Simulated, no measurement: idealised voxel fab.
Name of the process module below: voxel wiring stack
The cross-section shown here is cut; it is 235 nm wide and divided into square cells measuring 5 nm on a side.
Notation: cross-section as square-cell grid; stated in bands, top first, going down; one or more cell rows per band.
Top height, bottom height, nm. Materials left to right, width each, nm. Single material + "all across" = fills band edge to edge. "air" = empty.
We count height from 0. Below that, the starting wafer is all one material. The lowest band never ends at the bottom but goes on down; see "0 and below" for how that is written.
Width: "30->40" (first number = top row, second number = bottom row, same change from row to row of cells).
"all unchanged" after a step means that no cell of the cross-section changed.
For the entry "Closed void list", the listed items are empty spaces with no open way to the top whose size is 8 cells or more; each item follows the pattern width x height at distance, where distance is from the left edge and all three are in nm.
Text after the settings on a step's line: the simulator's own remark on that step.
What "overlay nm" on a step's line means: if the step has a mask, that mask lay this far to the right of its planned place, or, when the value is negative, to the left.

The following list gives the planned process steps
step 1: RECEIVE (material Si)
step 2: CONFORMAL_DEP (material SiO2; thk nm 10)
step 3: DIRECTIONAL_DEP (material TiN; thk nm 5)
step 4: DIRECTIONAL_DEP (material W; thk nm 15)
step 5: MASKED_ETCH (tone cover; mask id METAL_1; width nm 20; pitch nm 50; etch materials W; depth nm 15; overlay nm 0)
step 6: MASKED_ETCH (tone cover; mask id METAL_1; width nm 20; pitch nm 50; etch materials TiN; depth nm 5; overlay nm 0)
step 7: FILL_DEP (material SiO2; thk nm 10)
step 8: CMP (height nm 30)
step 9: CONFORMAL_DEP (material SiCN; thk nm 5)
step 10: DIRECTIONAL_DEP (material lowk; thk nm 25)
step 11: MASKED_ETCH (tone open; mask id METAL_2; width nm 20; pitch nm 50; etch materials lowk; depth nm 15; overlay nm 0)
step 12: PATTERN (tone open; mask id METAL_2_HOLES; material resist; width nm 15; pitch nm 50; thk nm 15; overlay nm 0)
step 13: DIRECTIONAL_ETCH (etch materials lowk; depth nm 10)
step 14: DIRECTIONAL_ETCH (etch materials SiCN; depth nm 5)
step 15: STRIP (etch materials resist)
step 16: CONFORMAL_DEP (material TiN; thk nm 5)
step 17: FILL_DEP (material Ru; thk nm 5)
step 18: CMP (height nm 60)
step 19: CONFORMAL_DEP (material SiCN; thk nm 5)
step 20: DIRECTIONAL_DEP (material SiO2; thk nm 20)
step 21: MASKED_ETCH (tone open; mask id PLUG_2; width nm 15; pitch nm 100; etch materials SiO2; depth nm 20; overlay nm 0)
step 22: MASKED_ETCH (tone open; mask id PLUG_2; width nm 15; pitch nm 100; etch materials SiCN; depth nm 5; overlay nm 0)
step 23: CONFORMAL_DEP (material TiN; thk nm 5)
step 24: FILL_DEP (material Cu; thk nm 5)
step 25: CMP (height nm 85)
step 26: CONFORMAL_DEP (material SiN; thk nm 5)
step 27: DIRECTIONAL_DEP (material lowk; thk nm 20)
step 28: DIRECTIONAL_DEP (material aC; thk nm 10)
step 29: PATTERN (tone open; mask id METAL_3; material resist; width nm 20; pitch nm 50; thk nm 30; overlay nm 0)
step 30: DIRECTIONAL_ETCH (etch materials aC; depth nm 10)
step 31: STRIP (etch materials resist)
step 32: DIRECTIONAL_ETCH (etch materials lowk; depth nm 20)
step 33: DIRECTIONAL_ETCH (etch materials SiN; depth nm 5)
step 34: STRIP (etch materials aC)
step 35: CONFORMAL_DEP (material TiN; thk nm 5)
step 36: FILL_DEP (material Cu; thk nm 5)
step 37: CMP (height nm 110)
step 38: EPI (material Ru; thk nm 5)
step 39: FILL_DEP (material SiCN; thk nm 5)

as received, after step 1
  0 and below | Si all across
  Closed void list: none

What the wafer looks like in cross-section after this module, when it starts as shown above and follows the plan above but one mistake is made in running it
  120 down to 115 | SiCN all across
  115 down to 110 | Ru (35); SiCN (10); Ru (40); SiCN (10); Ru (40); SiCN (10); Ru (40); SiCN (10); Ru (40)
  110 down to 90 | Cu (25); TiN (5); lowk (20); TiN (5); Cu (20); TiN (5); lowk (20); TiN (5); Cu (20); TiN (5); lowk (20); TiN (5); Cu (20); TiN (5); lowk (20); TiN (5); Cu (30)
  90 down to 85 | TiN (30); SiN (20); TiN (30); SiN (20); TiN (30); SiN (20); TiN (30); SiN (20); TiN (35)
  85 down to 65 | SiO2 (30); TiN (5); Cu (5); TiN (5); SiO2 (85); TiN (5); Cu (5); TiN (5); SiO2 (90)
  65 down to 60 | SiCN (30); TiN (15); SiCN (85); TiN (15); SiCN (90)
  60 down to 50 | lowk (30); TiN (5); Ru (10); TiN (5); lowk (30); TiN (5); Ru (10); TiN (5); lowk (30); TiN (5); Ru (10); TiN (5); lowk (30); TiN (5); Ru (10); TiN (5); lowk (35)
  50 down to 45 | lowk (30); TiN (5); Ru (5); TiN (10); lowk (30); TiN (5); Ru (5); TiN (10); lowk (30); TiN (5); Ru (5); TiN (10); lowk (30); TiN (5); Ru (5); TiN (10); lowk (35)
  45 down to 35 | lowk (30); TiN (5); Ru (5); TiN (5); lowk (35); TiN (5); Ru (5); TiN (5); lowk (35); TiN (5); Ru (5); TiN (5); lowk (35); TiN (5); Ru (5); TiN (5); lowk (40)
  35 down to 30 | SiCN (30); TiN (15); SiCN (35); TiN (15); SiCN (35); TiN (15); SiCN (35); TiN (15); SiCN (40)
  30 down to 15 | SiO2 (30); W (20); SiO2 (30); W (20); SiO2 (30); W (20); SiO2 (30); W (20); SiO2 (35)
  15 down to 10 | SiO2 (30); TiN (20); SiO2 (30); TiN (20); SiO2 (30); TiN (20); SiO2 (30); TiN (20); SiO2 (35)
  10 down to 0 | SiO2 all across
  0 and below | Si all across
  Closed void list: none
Where did the run depart from the plan? step 29 ran as: PATTERN (tone cover; mask id METAL_3; material resist; width nm 20; pitch nm 50; thk nm 30; overlay nm 0)
